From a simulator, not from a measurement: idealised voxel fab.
This is a process module. Its name is voxel ribs on slabs.
Cross-section cut spans 275 nm and uses square cells 5 nm in size.
If you're reading a cross-section in this doc, picture square cells in a grid; it comes to you as bands, top ones listed first down to the bottom, and a band can be one or more rows of cells.
Band: top and bottom heights (nm) first, top before bottom; then materials from left to right, widths in nm. "all across" marks a sole material filling the band edge to edge. "empty" denotes empty space.
Where do heights start? At 0: under that level the wafer as delivered is made of one material only. And the lowest band has no floor; it just carries on downward, as in "0 -> down".
Think of "30 to 40" as a width that walks from the first number to the second as you go down the band, top row to bottom row, taking equal-sized steps from row to row.
"no alterations made" means the step left every cell of the cross-section as it was.
So "Voids, enclosed" is basically the list of trapped voids: any empty space of 8 cells or more that can't reach the top through an opening. They're written width x height at distance, the distance being from the left edge, and it's all nm.
Anything after a step's settings on that line? It's the simulator's own note about the step.
overlay nm: how far to the right of its planned place the mask lay on this masked step (negative: to the left).
[Steps planned for the process]
1) RECEIVE: material Si
2) DIRECTIONAL_DEP: material SiO2, thk nm 30
3) DIRECTIONAL_DEP: material polySi, thk nm 25
4) MASKED_ETCH: tone cover, mask id RIB, width nm 15, etch materials polySi, depth nm 15, overlay nm 0
5) PATTERN: tone cover, mask id SLAB, material resist, width nm 75, thk nm 15, overlay nm 0
6) DIRECTIONAL_ETCH: etch materials polySi, depth nm 10
7) STRIP: etch materials resist
8) FILL_DEP: material SiO2, thk nm 25
9) CMP: height nm 75
10) DIRECTIONAL_DEP: material W, thk nm 5
11) DIRECTIONAL_DEP: material aC, thk nm 15
12) PATTERN: tone cover, mask id HEATER, material resist, width nm 25, thk nm 30, overlay nm 0
13) DIRECTIONAL_ETCH: etch materials aC, depth nm 15
14) STRIP: etch materials resist
15) DIRECTIONAL_ETCH: etch materials W, depth nm 5
16) STRIP: etch materials aC
17) CONFORMAL_DEP: material SiO2, thk nm 10
[Concerning the first of two wafers, which was run in accordance with the plan]
[As-received wafer cross-section (after step 1)]
> 0 -> down  Si all across
> Voids, enclosed: none
[How the wafer stands in section after step 2]
> 30 -> 0  SiO2 all across
> Everything under 0 stays put, no change at all.
[How the wafer stands in section after step 3]
> 55 -> 30  polySi all across
> Everything under 30 stays put, no change at all.
[How the wafer stands in section after step 4]
> 55 -> 40  130 nm empty | 15 nm polySi | 130 nm empty
> Everything under 40 stays put, no change at all.
[How the wafer stands in section after step 5]
> 70 -> 55  100 nm empty | 75 nm resist | 100 nm empty
> 55 -> 40  100 nm empty | 30 nm resist | 15 nm polySi | 30 nm resist | 100 nm empty
> Everything under 40 stays put, no change at all.
[How the wafer stands in section after step 6]
> 70 -> 55  100 nm empty | 75 nm resist | 100 nm empty
> 55 -> 40  100 nm empty | 30 nm resist | 15 nm polySi | 30 nm resist | 100 nm empty
> 40 -> 30  100 nm empty | 75 nm polySi | 100 nm empty
> Everything under 30 stays put, no change at all.
[How the wafer stands in section after step 7]
> 55 -> 40  130 nm empty | 15 nm polySi | 130 nm empty
> Everything under 40 stays put, no change at all.
[How the wafer stands in section after step 8]
> 80 -> 55  SiO2 all across
> 55 -> 40  130 nm SiO2 | 15 nm polySi | 130 nm SiO2
> 40 -> 30  100 nm SiO2 | 75 nm polySi | 100 nm SiO2
> Everything under 30 stays put, no change at all.
[How the wafer stands in section after step 9]
> 75 -> 55  SiO2 all across
> Everything under 55 stays put, no change at all.
[How the wafer stands in section after step 10]
> 80 -> 75  W all across
> Everything under 75 stays put, no change at all.
[How the wafer stands in section after step 11]
> 95 -> 80  aC all across
> Everything under 80 stays put, no change at all.
[How the wafer stands in section after step 12]
> 125 -> 95  125 nm empty | 25 nm resist | 125 nm empty
> Everything under 95 stays put, no change at all.
[How the wafer stands in section after step 13]
> 110 -> 95  125 nm empty | 25 nm resist | 125 nm empty
> 95 -> 80  125 nm empty | 25 nm aC | 125 nm empty
> Everything under 80 stays put, no change at all.
[How the wafer stands in section after step 14]
> 95 -> 80  125 nm empty | 25 nm aC | 125 nm empty
> Everything under 80 stays put, no change at all.
[How the wafer stands in section after step 15]
> 95 -> 80  125 nm empty | 25 nm aC | 125 nm empty
> 80 -> 75  125 nm empty | 25 nm W | 125 nm empty
> Everything under 75 stays put, no change at all.
[How the wafer stands in section after step 16]
> 80 -> 75  125 nm empty | 25 nm W | 125 nm empty
> Everything under 75 stays put, no change at all.
[How the wafer stands in section after step 17]
> 90 -> 85  115 nm empty | 45 nm SiO2 | 115 nm empty
> 85 -> 80  SiO2 all across
> 80 -> 75  125 nm SiO2 | 25 nm W | 125 nm SiO2
> Everything under 75 stays put, no change at all.
[The second wafer began exactly as the first did and followed the same plan, but one mistake was made while running it; through step 1 inclusive, the two wafers are identical]
[Planned end of step 2: second wafer, cross-section]
> 60 -> 0  SiO2 all across
> Everything under 0 stays put, no change at all.
[Planned end of step 3: second wafer, cross-section]
> 85 -> 60  polySi all across
> Everything under 60 stays put, no change at all.
[Planned end of step 4: second wafer, cross-section]
> 85 -> 70  130 nm empty | 15 nm polySi | 130 nm empty
> Everything under 70 stays put, no change at all.
[Planned end of step 5: second wafer, cross-section]
> 100 -> 85  100 nm empty | 75 nm resist | 100 nm empty
> 85 -> 70  100 nm empty | 30 nm resist | 15 nm polySi | 30 nm resist | 100 nm empty
> Everything under 70 stays put, no change at all.
[Planned end of step 6: second wafer, cross-section]
> 100 -> 85  100 nm empty | 75 nm resist | 100 nm empty
> 85 -> 70  100 nm empty | 30 nm resist | 15 nm polySi | 30 nm resist | 100 nm empty
> 70 -> 60  100 nm empty | 75 nm polySi | 100 nm empty
> Everything under 60 stays put, no change at all.
[Planned end of step 7: second wafer, cross-section]
> 85 -> 70  130 nm empty | 15 nm polySi | 130 nm empty
> Everything under 70 stays put, no change at all.
[Planned end of step 8: second wafer, cross-section]
> 110 -> 85  SiO2 all across
> 85 -> 70  130 nm SiO2 | 15 nm polySi | 130 nm SiO2
> 70 -> 60  100 nm SiO2 | 75 nm polySi | 100 nm SiO2
> Everything under 60 stays put, no change at all.
[Planned end of step 9: second wafer, cross-section]
> 75 -> 70  130 nm SiO2 | 15 nm polySi | 130 nm SiO2
> Everything under 70 stays put, no change at all.
[Planned end of step 10: second wafer, cross-section]
> 80 -> 75  W all across
> Everything under 75 stays put, no change at all.
[Planned end of step 11: second wafer, cross-section]
> 95 -> 80  aC all across
> Everything under 80 stays put, no change at all.
[Planned end of step 12: second wafer, cross-section]
> 125 -> 95  125 nm empty | 25 nm resist | 125 nm empty
> Everything under 95 stays put, no change at all.
[Planned end of step 13: second wafer, cross-section]
> 110 -> 95  125 nm empty | 25 nm resist | 125 nm empty
> 95 -> 80  125 nm empty | 25 nm aC | 125 nm empty
> Everything under 80 stays put, no change at all.
[Planned end of step 14: second wafer, cross-section]
> 95 -> 80  125 nm empty | 25 nm aC | 125 nm empty
> Everything under 80 stays put, no change at all.
[Planned end of step 15: second wafer, cross-section]
> 95 -> 80  125 nm empty | 25 nm aC | 125 nm empty
> 80 -> 75  125 nm empty | 25 nm W | 125 nm empty
> Everything under 75 stays put, no change at all.
[Planned end of step 16: second wafer, cross-section]
> 80 -> 75  125 nm empty | 25 nm W | 125 nm empty
> Everything under 75 stays put, no change at all.
[Planned end of step 17: second wafer, cross-section]
> 90 -> 85  115 nm empty | 45 nm SiO2 | 115 nm empty
> 85 -> 80  SiO2 all across
> 80 -> 75  125 nm SiO2 | 25 nm W | 125 nm SiO2
> Everything under 75 stays put, no change at all.
The plan and the run diverged here: step 2 of the plan was carried out twice
Counted in cells at the end, the second wafer holds more or fewer of these materials than the first: 6 more of SiO2; 6 fewer of polySi
